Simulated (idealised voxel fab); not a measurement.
process module | voxel self aligned contacts
cross-section cut | 225 nm wide | cells 5 nm
A cross-section is a grid of square cells, given in bands from the top down. A band is one or more rows of cells.
Each band's line starts with the height of the band's top and of its bottom, in nm. Then come its materials from left to right, each with its width in nm. One material with "throughout" fills the band from edge to edge. "air" is empty space.
Height 0 is the level under which the wafer as received is all one material. The lowest band goes on downwards, as in "0 down".
A width such as "30 to 40" changes by the same amount from each row of cells to the next, from the band's top row to its bottom row.
"no change" after a step means that no cell of the cross-section changed.
closed voids: empty space of 8 cells or more with no open way to the top, each as width x height at its distance from the left edge, in nm
after a step's settings: what the simulator itself notes on the step
overlay nm, on a step with a mask: how far to the right of its planned place the mask lay; to the left if negative
plan
1 op RECEIVE | material Si
2 op CONFORMAL_DEP | material SiO2 | thk nm 5
3 op DIRECTIONAL_DEP | material polySi | thk nm 20
4 op DIRECTIONAL_DEP | material SiN | thk nm 20
5 op DIRECTIONAL_DEP | material aC | thk nm 15
6 op PATTERN | tone cover | mask id GATE | material resist | width nm 35 | pitch nm 75 | thk nm 35 | overlay nm 0
7 op DIRECTIONAL_ETCH | etch materials aC | depth nm 15
8 op STRIP | etch materials resist
9 op DIRECTIONAL_ETCH | etch materials SiN | depth nm 20
10 op DIRECTIONAL_ETCH | etch materials polySi | depth nm 20
11 op STRIP | etch materials aC
12 op CONFORMAL_DEP | material SiN | thk nm 10
13 op DIRECTIONAL_ETCH | etch materials SiN | depth nm 10
14 op FILL_DEP | material SiO2 | thk nm 15
15 op CMP | height nm 55
16 op PATTERN | tone open | mask id CONTACT | material resist | width nm 50 | thk nm 20 | overlay nm 0
17 op DIRECTIONAL_ETCH | etch materials SiO2 | depth nm 55
18 op STRIP | etch materials resist
19 op CONFORMAL_DEP | material TiN | thk nm 5
20 op FILL_DEP | material W | thk nm 10
21 op CMP | height nm 55
22 op CONFORMAL_DEP | material SiCN | thk nm 5
as received, after step 1
  0 down: Si throughout
  closed voids: none
a wafer at the end: this start, this plan, one mistake
  60 to 55: SiCN throughout
  55 to 45: SiO2 85 | TiN 5 to 20 | W 40 to 10 | TiN 5 to 20 | SiO2 90
  45 to 30: SiO2 45 | SiN 10 | polySi 35 | SiN 10 | TiN 5 | W 10 | TiN 5 | SiN 10 | polySi 35 | SiN 10 | SiO2 50
  30 to 25: SiO2 45 | SiN 10 | polySi 35 | SiN 10 | TiN 20 | SiN 10 | polySi 35 | SiN 10 | SiO2 50
  25 to 5: SiN throughout
  5 to 0: SiO2 throughout
  0 down: Si throughout
  closed voids: none
what went wrong: steps 3 and 4 were swapped
